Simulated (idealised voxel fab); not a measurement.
Herein follows the process module entitled voxel air gaps.
240 nm wide, 5 nm square cells: that's cross-section cut.
If you're reading a cross-section in this doc, picture square cells in a grid; it comes to you as bands, top ones listed first down to the bottom, and a band can be one or more rows of cells. Band entry format. Leading values: height of top, height of bottom, nm. Remainder: materials in left-to-right order, each with its width in nm. Special words: "everywhere" on a single material, which then fills the band edge to edge; "air", empty space. Heads up on the height convention: 0 is the point under which the incoming wafer is all one material, and the lowest band has no bottom, it just keeps going down, like "0 nm and below". A width given as "30..40" starts at the first number in the band's top row and ends at the second number in its bottom row, shifting by an equal amount at every step from row to row. It should be understood that the words "remained the same", when stated for a given step, signify that the cross-section underwent no change in any of its cells during that step. The list in "Enclosed internal cavities" covers empty spaces of 8 cells or more that cannot reach the top through any open way, and it gives each as width x height at distance; the distance is from the left edge, and width, height and distance are in nm. If you see something after the settings on a step's line, that's the simulator's own remark about that step. overlay nm: where the mask lay relative to plan, measured to the right, on steps with a mask; negatives go left.

Below is the list of planned process steps:
1. RECEIVE,material Si
2. CONFORMAL_DEP,material SiO2,thk nm 15
3. CONFORMAL_DEP,material SiCN,thk nm 5
4. DIRECTIONAL_DEP,material lowk,thk nm 30
5. PATTERN,tone open,mask id LINES,material resist,width nm 15,pitch nm 45,thk nm 20,overlay nm 0
6. DIRECTIONAL_ETCH,etch materials lowk,depth nm 30
7. STRIP,etch materials resist
8. CONFORMAL_DEP,material TiN,thk nm 5
9. FILL_DEP,material Cu,thk nm 10
10. CMP,height nm 50
11. EPI,material Ru,thk nm 10
12. SELECTIVE_ETCH,etch materials lowk,depth nm 40
13. CONFORMAL_DEP,material SiCN,thk nm 5

First of the two wafers, run per plan:

Cross-section of the wafer at receipt, which is the condition after step 1:
  0 nm and below = Si everywhere
  Enclosed internal cavities: none

Once step 2 is through, the wafer looks like this in cross-section:
  15 nm to 0 nm = SiO2 everywhere
  Below 0, the layers are the same as they were.

Once step 3 is through, the wafer looks like this in cross-section:
  20 nm to 15 nm = SiCN everywhere
  Below 15, the layers are the same as they were.

Once step 4 is through, the wafer looks like this in cross-section:
  50 nm to 20 nm = lowk everywhere
  Below 20, the layers are the same as they were.

Once step 5 is through, the wafer looks like this in cross-section:
  70 nm to 50 nm = 65 of resist | 15 of air | 30 of resist | 15 of air | 30 of resist | 15 of air | 70 of resist
  Below 50, the layers are the same as they were.

Once step 6 is through, the wafer looks like this in cross-section:
  70 nm to 50 nm = 65 of resist | 15 of air | 30 of resist | 15 of air | 30 of resist | 15 of air | 70 of resist
  50 nm to 20 nm = 65 of lowk | 15 of air | 30 of lowk | 15 of air | 30 of lowk | 15 of air | 70 of lowk
  Below 20, the layers are the same as they were.

Once step 7 is through, the wafer looks like this in cross-section:
  50 nm to 20 nm = 65 of lowk | 15 of air | 30 of lowk | 15 of air | 30 of lowk | 15 of air | 70 of lowk
  Below 20, the layers are the same as they were.

Once step 8 is through, the wafer looks like this in cross-section:
  55 nm to 50 nm = 70 of TiN | 5 of air | 40 of TiN | 5 of air | 40 of TiN | 5 of air | 75 of TiN
  50 nm to 25 nm = 65 of lowk | 5 of TiN | 5 of air | 5 of TiN | 30 of lowk | 5 of TiN | 5 of air | 5 of TiN | 30 of lowk | 5 of TiN | 5 of air | 5 of TiN | 70 of lowk
  25 nm to 20 nm = 65 of lowk | 15 of TiN | 30 of lowk | 15 of TiN | 30 of lowk | 15 of TiN | 70 of lowk
  Below 20, the layers are the same as they were.

Once step 9 is through, the wafer looks like this in cross-section:
  65 nm to 55 nm = Cu everywhere
  55 nm to 50 nm = 70 of TiN | 5 of Cu | 40 of TiN | 5 of Cu | 40 of TiN | 5 of Cu | 75 of TiN
  50 nm to 25 nm = 65 of lowk | 5 of TiN | 5 of Cu | 5 of TiN | 30 of lowk | 5 of TiN | 5 of Cu | 5 of TiN | 30 of lowk | 5 of TiN | 5 of Cu | 5 of TiN | 70 of lowk
  Below 25, the layers are the same as they were.

Once step 10 is through, the wafer looks like this in cross-section:
  50 nm to 25 nm = 65 of lowk | 5 of TiN | 5 of Cu | 5 of TiN | 30 of lowk | 5 of TiN | 5 of Cu | 5 of TiN | 30 of lowk | 5 of TiN | 5 of Cu | 5 of TiN | 70 of lowk
  Below 25, the layers are the same as they were.

Once step 11 is through, the wafer looks like this in cross-section:
  60 nm to 50 nm = 55 of air | 35 of Ru | 10 of air | 35 of Ru | 10 of air | 35 of Ru | 60 of air
  Below 50, the layers are the same as they were.

Once step 12 is through, the wafer looks like this in cross-section:
  60 nm to 50 nm = 55 of air | 35 of Ru | 10 of air | 35 of Ru | 10 of air | 35 of Ru | 60 of air
  50 nm to 25 nm = 65 of air | 5 of TiN | 5 of Cu | 5 of TiN | 30 of air | 5 of TiN | 5 of Cu | 5 of TiN | 30 of air | 5 of TiN | 5 of Cu | 5 of TiN | 70 of air
  25 nm to 20 nm = 65 of air | 15 of TiN | 30 of air | 15 of TiN | 30 of air | 15 of TiN | 70 of air
  Below 20, the layers are the same as they were.

Once step 13 is through, the wafer looks like this in cross-section:
  65 nm to 60 nm = 50 of air | 135 of SiCN | 55 of air
  60 nm to 50 nm = 50 of air | 5 of SiCN | 35 of Ru | 10 of SiCN | 35 of Ru | 10 of SiCN | 35 of Ru | 5 of SiCN | 55 of air
  50 nm to 45 nm = 50 of air | 15 of SiCN | 5 of TiN | 5 of Cu | 5 of TiN | 30 of SiCN | 5 of TiN | 5 of Cu | 5 of TiN | 30 of SiCN | 5 of TiN | 5 of Cu | 5 of TiN | 15 of SiCN | 55 of air
  45 nm to 25 nm = 60 of air | 5 of SiCN | 5 of TiN | 5 of Cu | 5 of TiN | 5 of SiCN | 20 of air | 5 of SiCN | 5 of TiN | 5 of Cu | 5 of TiN | 5 of SiCN | 20 of air | 5 of SiCN | 5 of TiN | 5 of Cu | 5 of TiN | 5 of SiCN | 65 of air
  25 nm to 20 nm = 65 of SiCN | 15 of TiN | 30 of SiCN | 15 of TiN | 30 of SiCN | 15 of TiN | 70 of SiCN
  Below 20, the layers are the same as they were.
  Enclosed internal cavities: 20 x 20 at 85; 20 x 20 at 130

It is to be noted that the second wafer proceeded from the same initial state and according to the same plan as the first, although one mistake was committed in its execution; through step 4, inclusive, the two wafers share an identical history:

Second wafer, cut view, end of step 5 per plan:
  70 nm to 50 nm = 55 of resist | 15 of air | 30 of resist | 15 of air | 30 of resist | 15 of air | 80 of resist
  Below 50, the layers are the same as they were.

Second wafer, cut view, end of step 6 per plan:
  70 nm to 50 nm = 55 of resist | 15 of air | 30 of resist | 15 of air | 30 of resist | 15 of air | 80 of resist
  50 nm to 20 nm = 55 of lowk | 15 of air | 30 of lowk | 15 of air | 30 of lowk | 15 of air | 80 of lowk
  Below 20, the layers are the same as they were.

Second wafer, cut view, end of step 7 per plan:
  50 nm to 20 nm = 55 of lowk | 15 of air | 30 of lowk | 15 of air | 30 of lowk | 15 of air | 80 of lowk
  Below 20, the layers are the same as they were.

Second wafer, cut view, end of step 8 per plan:
  55 nm to 50 nm = 60 of TiN | 5 of air | 40 of TiN | 5 of air | 40 of TiN | 5 of air | 85 of TiN
  50 nm to 25 nm = 55 of lowk | 5 of TiN | 5 of air | 5 of TiN | 30 of lowk | 5 of TiN | 5 of air | 5 of TiN | 30 of lowk | 5 of TiN | 5 of air | 5 of TiN | 80 of lowk
  25 nm to 20 nm = 55 of lowk | 15 of TiN | 30 of lowk | 15 of TiN | 30 of lowk | 15 of TiN | 80 of lowk
  Below 20, the layers are the same as they were.

Second wafer, cut view, end of step 9 per plan:
  65 nm to 55 nm = Cu everywhere
  55 nm to 50 nm = 60 of TiN | 5 of Cu | 40 of TiN | 5 of Cu | 40 of TiN | 5 of Cu | 85 of TiN
  50 nm to 25 nm = 55 of lowk | 5 of TiN | 5 of Cu | 5 of TiN | 30 of lowk | 5 of TiN | 5 of Cu | 5 of TiN | 30 of lowk | 5 of TiN | 5 of Cu | 5 of TiN | 80 of lowk
  Below 25, the layers are the same as they were.

Second wafer, cut view, end of step 10 per plan:
  50 nm to 25 nm = 55 of lowk | 5 of TiN | 5 of Cu | 5 of TiN | 30 of lowk | 5 of TiN | 5 of Cu | 5 of TiN | 30 of lowk | 5 of TiN | 5 of Cu | 5 of TiN | 80 of lowk
  Below 25, the layers are the same as they were.

Second wafer, cut view, end of step 11 per plan:
  60 nm to 50 nm = 45 of air | 35 of Ru | 10 of air | 35 of Ru | 10 of air | 35 of Ru | 70 of air
  Below 50, the layers are the same as they were.

Second wafer, cut view, end of step 12 per plan:
  60 nm to 50 nm = 45 of air | 35 of Ru | 10 of air | 35 of Ru | 10 of air | 35 of Ru | 70 of air
  50 nm to 25 nm = 55 of air | 5 of TiN | 5 of Cu | 5 of TiN | 30 of air | 5 of TiN | 5 of Cu | 5 of TiN | 30 of air | 5 of TiN | 5 of Cu | 5 of TiN | 80 of air
  25 nm to 20 nm = 55 of air | 15 of TiN | 30 of air | 15 of TiN | 30 of air | 15 of TiN | 80 of air
  Below 20, the layers are the same as they were.

Second wafer, cut view, end of step 13 per plan:
  65 nm to 60 nm = 40 of air | 135 of SiCN | 65 of air
  60 nm to 50 nm = 40 of air | 5 of SiCN | 35 of Ru | 10 of SiCN | 35 of Ru | 10 of SiCN | 35 of Ru | 5 of SiCN | 65 of air
  50 nm to 45 nm = 40 of air | 15 of SiCN | 5 of TiN | 5 of Cu | 5 of TiN | 30 of SiCN | 5 of TiN | 5 of Cu | 5 of TiN | 30 of SiCN | 5 of TiN | 5 of Cu | 5 of TiN | 15 of SiCN | 65 of air
  45 nm to 25 nm = 50 of air | 5 of SiCN | 5 of TiN | 5 of Cu | 5 of TiN | 5 of SiCN | 20 of air | 5 of SiCN | 5 of TiN | 5 of Cu | 5 of TiN | 5 of SiCN | 20 of air | 5 of SiCN | 5 of TiN | 5 of Cu | 5 of TiN | 5 of SiCN | 75 of air
  25 nm to 20 nm = 55 of SiCN | 15 of TiN | 30 of SiCN | 15 of TiN | 30 of SiCN | 15 of TiN | 80 of SiCN
  Below 20, the layers are the same as they were.
  Enclosed internal cavities: 20 x 20 at 75; 20 x 20 at 120
Deviation noted in wafer processing: contrary to plan, step 5 was performed as PATTERN,tone open,mask id LINES,material resist,width nm 15,pitch nm 45,thk nm 20,overlay nm -10
When the process is done, the second wafer contains the same cell count of every material as the first wafer, but distributed over other locations.
